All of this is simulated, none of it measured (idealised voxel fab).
Proc. module: voxel capacitor over wiring
Each square cell in cross-section cut measures 5 nm, and the section as a whole is 145 nm wide.
We lay out every cross-section as a grid of square cells and spell it out in bands from the top down, where one band means one or more rows of cells. It is stipulated that each band's entry specify, in nanometres, the height of the top of the band and then that of its bottom, followed by the materials of the band in left-to-right sequence, each together with its width in nanometres. A single material marked by the word "throughout" is understood to fill the band from edge to edge; the word "blank" is understood to denote empty space. Heights are reckoned from 0. Under this level, the received wafer is all of one material. The bottommost band is open-ended downward, for example "0 down". A width such as "30 to 40" changes by the same amount from each row of cells to the next, from the band's top row to its bottom row. Basically "nothing got changed" means that step didn't change any cell in the cross-section. Listed in "Sealed void list": every empty space of 8 or more cells without an open way to the top. Form: width x height at distance, the distance being from the left edge, all in nm. That trailing text on a step's line, after the settings, is the simulator's own remark on the step. The setting "overlay nm" may be written on the line of a step. When the step uses a mask, the value reports how far to the right of the planned place the mask lay, and a negative value reports that it lay to the left.

Set out below are the planned steps of the process
| 1 | RECEIVE | material Si |
| 2 | CONFORMAL_DEP | material SiO2 | thk nm 15 |
| 3 | DIRECTIONAL_DEP | material TiN | thk nm 5 |
| 4 | DIRECTIONAL_DEP | material Ru | thk nm 15 |
| 5 | PATTERN | tone cover | mask id METAL_1 | material resist | width nm 25 | pitch nm 75 | thk nm 20 | overlay nm 0 |
| 6 | DIRECTIONAL_ETCH | etch materials Ru | depth nm 15 |
| 7 | DIRECTIONAL_ETCH | etch materials TiN | depth nm 5 |
| 8 | STRIP | etch materials resist |
| 9 | FILL_DEP | material SiO2 | thk nm 10 |
| 10 | CMP | height nm 35 |
| 11 | CONFORMAL_DEP | material SiCN | thk nm 5 |
| 12 | DIRECTIONAL_DEP | material SiO2 | thk nm 10 |
| 13 | DIRECTIONAL_DEP | material aC | thk nm 15 |
| 14 | PATTERN | tone open | mask id PLUG_1 | material resist | width nm 15 | thk nm 30 | overlay nm 0 |
| 15 | DIRECTIONAL_ETCH | etch materials aC | depth nm 15 |
| 16 | STRIP | etch materials resist |
| 17 | DIRECTIONAL_ETCH | etch materials SiO2 | depth nm 10 |
| 18 | DIRECTIONAL_ETCH | etch materials SiCN | depth nm 5 |
| 19 | STRIP | etch materials aC |
| 20 | CONFORMAL_DEP | material TiN | thk nm 5 |
| 21 | FILL_DEP | material W | thk nm 5 |
| 22 | CMP | height nm 50 |
| 23 | DIRECTIONAL_DEP | material TiN | thk nm 5 |
| 24 | DIRECTIONAL_DEP | material Al2O3 | thk nm 5 |
| 25 | DIRECTIONAL_DEP | material TiN | thk nm 10 |
| 26 | DIRECTIONAL_DEP | material aC | thk nm 10 |
| 27 | PATTERN | tone cover | mask id UPPER_PLATE | material resist | width nm 55 | thk nm 25 | overlay nm 0 |
| 28 | DIRECTIONAL_ETCH | etch materials aC | depth nm 10 |
| 29 | STRIP | etch materials resist |
| 30 | DIRECTIONAL_ETCH | etch materials TiN | depth nm 10 |
| 31 | DIRECTIONAL_ETCH | etch materials Al2O3 | depth nm 5 |
| 32 | STRIP | etch materials aC |
| 33 | PATTERN | tone cover | mask id LOWER_PLATE | material resist | width nm 65 | thk nm 15 | overlay nm 0 |
| 34 | DIRECTIONAL_ETCH | etch materials TiN | depth nm 5 |
| 35 | STRIP | etch materials resist |
| 36 | FILL_DEP | material SiO2 | thk nm 20 |
| 37 | CMP | height nm 85 |
| 38 | PATTERN | tone open | mask id PLUG_2 | material resist | width nm 15 | thk nm 20 | overlay nm 0 |
| 39 | DIRECTIONAL_ETCH | etch materials SiO2 | depth nm 15 |
| 40 | STRIP | etch materials resist |
| 41 | CONFORMAL_DEP | material TiN | thk nm 5 |
| 42 | FILL_DEP | material Ru | thk nm 5 |
| 43 | CMP | height nm 85 |
| 44 | CONFORMAL_DEP | material SiN | thk nm 5 |

Cross-section, incoming material, after step 1
* 0 down = Si throughout
* Sealed void list: none

Wafer cross-section at end of module: start and plan as shown above, one execution error
* 90 to 85 = SiN throughout
* 85 to 75 = SiO2 40 / TiN 5 / Ru 5 / TiN 5 / SiO2 90
* 75 to 70 = SiO2 40 / TiN 15 / SiO2 90
* 70 to 60 = SiO2 30 / TiN 55 / SiO2 60
* 60 to 55 = SiO2 30 / Al2O3 55 / SiO2 60
* 55 to 50 = SiO2 25 / TiN 65 / SiO2 55
* 50 to 40 = SiO2 30 / TiN 5 / W 5 / TiN 5 / SiO2 100
* 40 to 35 = SiCN 30 / TiN 15 / SiCN 100
* 35 to 30 = SiO2 20 / TiN 25 / SiO2 50 / TiN 25 / SiO2 25
* 30 to 0 = SiO2 throughout
* 0 down = Si throughout
* Sealed void list: none
Processing error: step 2 of the plan was performed twice
